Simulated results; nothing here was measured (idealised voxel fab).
Process module heading - voxel transistor to metal
200 nm wide, 5 nm square cells: that's cross-section cut.
This document writes a cross-section as a grid whose cells are square, and gives it as bands, listed from the top down; one or more rows of cells form a band.
Within each band entry, the heights of the top and of the bottom of the band appear first, in that order and in nm; the materials of the band then follow from left to right, each with its corresponding width in nm. The designation "edge to edge" on a single material indicates that it fills the band from edge to edge; the designation "empty" indicates empty space.
The level at which height equals 0 is the one under which the wafer, as it arrives, is entirely one material. No lower edge exists for the bottom band, which continues downward and is notated as in "z 0 and below".
Per-row width for "30..40": begins at first number (top row of band), ends at second number (bottom row), increment between rows held constant.
For the purposes of this document, the phrase "everything unchanged" attached to a step denotes that no cell within the cross-section was modified by that step.
"Voids, sealed": sealed empty spaces, 8 cells or more, no open way to top, listed width x height at distance, with distance from the left edge and width, height and distance in nm.
On each step's line, the part that comes after the settings is the simulator's own comment on the step.
overlay nm: on a step with a mask, how far right of its planned place the mask lay; negative means left.
**Planned step list for the process**
1,RECEIVE with material Si
2,CONFORMAL_DEP with material SiO2, thk nm 5
3,CONFORMAL_DEP with material SiN, thk nm 15
4,DIRECTIONAL_DEP with material aC, thk nm 15
5,PATTERN with tone cover, mask id ACTIVE, material resist, width nm 125, thk nm 35, overlay nm 0
6,DIRECTIONAL_ETCH with etch materials aC, depth nm 15
7,STRIP with etch materials resist
8,DIRECTIONAL_ETCH with etch materials SiN, depth nm 15
9,DIRECTIONAL_ETCH with etch materials SiO2, depth nm 5
10,DIRECTIONAL_ETCH with etch materials Si, depth nm 25
11,STRIP with etch materials aC
12,OXIDIZE with depth nm 5
13,FILL_DEP with material SiO2, thk nm 5
14,CMP with height nm 20
15,SELECTIVE_ETCH with etch materials SiO2, depth nm 5
16,STRIP with etch materials SiN
17,SELECTIVE_ETCH with etch materials SiO2, depth nm 5
18,OXIDIZE with depth nm 5
19,DIRECTIONAL_DEP with material polySi, thk nm 30
20,DIRECTIONAL_DEP with material SiCN, thk nm 15
21,PATTERN with tone cover, mask id GATE, material resist, width nm 25, thk nm 15, overlay nm 0
22,DIRECTIONAL_ETCH with etch materials SiCN, depth nm 25
23,DIRECTIONAL_ETCH with etch materials polySi, depth nm 40
24,STRIP with etch materials resist
25,CONFORMAL_DEP with material SiO2, thk nm 5
26,DIRECTIONAL_ETCH with etch materials SiO2, depth nm 5
27,CONFORMAL_DEP with material SiN, thk nm 5
28,DIRECTIONAL_ETCH with etch materials SiN, depth nm 5
29,DIRECTIONAL_ETCH with etch materials SiO2, depth nm 5
30,DIRECTIONAL_ETCH with etch materials Si, depth nm 15
31,EPI with material SiGe, thk nm 20
32,FILL_DEP with material SiO2, thk nm 10
33,CMP with height nm 45
34,DIRECTIONAL_DEP with material SiO2, thk nm 15
35,MASKED_ETCH with tone open, mask id CONTACT, width nm 20, pitch nm 85, etch materials SiO2, depth nm 60, overlay nm 0
36,CONFORMAL_DEP with material TiN, thk nm 5
37,FILL_DEP with material Ru, thk nm 10
38,CMP with height nm 60
39,CONFORMAL_DEP with material SiCN, thk nm 5
40,DIRECTIONAL_DEP with material SiO2, thk nm 25
41,DIRECTIONAL_DEP with material aC, thk nm 15
42,PATTERN with tone open, mask id METAL_1, material resist, width nm 20, pitch nm 85, thk nm 30, overlay nm -15
43,DIRECTIONAL_ETCH with etch materials aC, depth nm 15
44,STRIP with etch materials resist
45,DIRECTIONAL_ETCH with etch materials SiO2, depth nm 25
46,DIRECTIONAL_ETCH with etch materials SiCN, depth nm 5
47,STRIP with etch materials aC
48,CONFORMAL_DEP with material TiN, thk nm 5
49,FILL_DEP with material Ru, thk nm 10
50,CMP with height nm 90
51,CONFORMAL_DEP with material SiCN, thk nm 5
The value of overlay nm given for step 42 in the plan refers to the first wafer; the wafers vary in this setting and are alike at the start.
**Step 1 complete: as-received cross-section of the first of several wafers**
> z 0 and below: Si edge to edge
> Voids, sealed: none
**Below is a per-wafer table. In it, each row describes the wafer at the end of the module by giving, for each material, the number of cells gained (+) or lost (-) since the wafer was received, and after that the closed voids of the wafer**
overlay nm -15 | +52 Ru | -167 Si | +87 SiCN | +80 SiGe | +22 SiN | +576 SiO2 | +80 TiN | +30 polySi | Voids, sealed: none
overlay nm -10 | +52 Ru | -167 Si | +87 SiCN | +80 SiGe | +22 SiN | +576 SiO2 | +80 TiN | +30 polySi | Voids, sealed: none
overlay nm -5 | +52 Ru | -167 Si | +87 SiCN | +80 SiGe | +22 SiN | +576 SiO2 | +80 TiN | +30 polySi | Voids, sealed: none
overlay nm 0 | +52 Ru | -167 Si | +87 SiCN | +80 SiGe | +22 SiN | +576 SiO2 | +80 TiN | +30 polySi | Voids, sealed: none
overlay nm 5 | +52 Ru | -167 Si | +87 SiCN | +80 SiGe | +22 SiN | +576 SiO2 | +80 TiN | +30 polySi | Voids, sealed: none
overlay nm 10 | +52 Ru | -167 Si | +87 SiCN | +80 SiGe | +22 SiN | +576 SiO2 | +80 TiN | +30 polySi | Voids, sealed: none
overlay nm 15 | +52 Ru | -167 Si | +87 SiCN | +80 SiGe | +22 SiN | +576 SiO2 | +80 TiN | +30 polySi | Voids, sealed: none
